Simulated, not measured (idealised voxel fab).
process module | voxel trench capacitor
cross-section cut | 185 nm wide | cells 5 nm
A cross-section is a grid of square cells, given in bands from the top down. A band is one or more rows of cells.
Each band's line starts with the height of the band's top and of its bottom, in nm. Then come its materials from left to right, each with its width in nm. One material with "throughout" fills the band from edge to edge. "air" is empty space.
Height 0 is the level under which the wafer as received is all one material. The lowest band goes on downwards, as in "0 down".
A width such as "30 to 40" changes by the same amount from each row of cells to the next, from the band's top row to its bottom row.
"no change" after a step means that no cell of the cross-section changed.
closed voids: empty space of 8 cells or more with no open way to the top, each as width x height at its distance from the left edge, in nm
after a step's settings: what the simulator itself notes on the step
overlay nm, on a step with a mask: how far to the right of its planned place the mask lay; to the left if negative
plan
1 op RECEIVE | material Si
2 op CONFORMAL_DEP | material SiN | thk nm 5
3 op DIRECTIONAL_DEP | material aC | thk nm 15
4 op PATTERN | tone open | mask id TRENCH | material resist | width nm 25 | pitch nm 40 | thk nm 35 | overlay nm -15
5 op DIRECTIONAL_ETCH | etch materials aC | depth nm 15
6 op STRIP | etch materials resist
7 op DIRECTIONAL_ETCH | etch materials SiN | depth nm 5
8 op DIRECTIONAL_ETCH | etch materials Si | depth nm 30
9 op STRIP | etch materials aC
10 op CONFORMAL_DEP | material HfO2 | thk nm 5
11 op CONFORMAL_DEP | material TiN | thk nm 5
12 op FILL_DEP | material W | thk nm 10
13 op CMP | height nm 5
varied across the wafers: overlay nm of step 4. The plan shows the first wafer's value. All wafers start alike
first wafer as received, after step 1
  0 down: Si throughout
  closed voids: none
first wafer at the end, after step 13
  5 to 0: SiN 25 | HfO2 5 | TiN 5 | W 5 | TiN 5 | HfO2 5 | SiN 15 | HfO2 5 | TiN 5 | W 5 | TiN 5 | HfO2 5 | SiN 15 | HfO2 5 | TiN 5 | W 5 | TiN 5 | HfO2 5 | SiN 55
  0 to -20: Si 25 | HfO2 5 | TiN 5 | W 5 | TiN 5 | HfO2 5 | Si 15 | HfO2 5 | TiN 5 | W 5 | TiN 5 | HfO2 5 | Si 15 | HfO2 5 | TiN 5 | W 5 | TiN 5 | HfO2 5 | Si 55
  -20 to -25: Si 25 | HfO2 5 | TiN 15 | HfO2 5 | Si 15 | HfO2 5 | TiN 15 | HfO2 5 | Si 15 | HfO2 5 | TiN 15 | HfO2 5 | Si 55
  -25 to -30: Si 25 | HfO2 25 | Si 15 | HfO2 25 | Si 15 | HfO2 25 | Si 55
  -30 down: Si throughout
  closed voids: none
last wafer at the end
  5 to 0: SiN 55 | HfO2 5 | TiN 5 | W 5 | TiN 5 | HfO2 5 | SiN 15 | HfO2 5 | TiN 5 | W 5 | TiN 5 | HfO2 5 | SiN 15 | HfO2 5 | TiN 5 | W 5 | TiN 5 | HfO2 5 | SiN 25
  0 to -20: Si 55 | HfO2 5 | TiN 5 | W 5 | TiN 5 | HfO2 5 | Si 15 | HfO2 5 | TiN 5 | W 5 | TiN 5 | HfO2 5 | Si 15 | HfO2 5 | TiN 5 | W 5 | TiN 5 | HfO2 5 | Si 25
  -20 to -25: Si 55 | HfO2 5 | TiN 15 | HfO2 5 | Si 15 | HfO2 5 | TiN 15 | HfO2 5 | Si 15 | HfO2 5 | TiN 15 | HfO2 5 | Si 25
  -25 to -30: Si 55 | HfO2 25 | Si 15 | HfO2 25 | Si 15 | HfO2 25 | Si 25
  -30 down: Si throughout
  closed voids: none
each wafer at the end: cells of each material gained (+) or lost (-) since it was received, then its closed voids
overlay nm -15 | +51 HfO2 | -90 Si | +22 SiN | +39 TiN | +15 W | closed voids: none
overlay nm -10 | +51 HfO2 | -90 Si | +22 SiN | +39 TiN | +15 W | closed voids: none
overlay nm -5 | +51 HfO2 | -90 Si | +22 SiN | +39 TiN | +15 W | closed voids: none
overlay nm 0 | +51 HfO2 | -90 Si | +22 SiN | +39 TiN | +15 W | closed voids: none
overlay nm 5 | +51 HfO2 | -90 Si | +22 SiN | +39 TiN | +15 W | closed voids: none
overlay nm 10 | +51 HfO2 | -90 Si | +22 SiN | +39 TiN | +15 W | closed voids: none
overlay nm 15 | +51 HfO2 | -90 Si | +22 SiN | +39 TiN | +15 W | closed voids: none
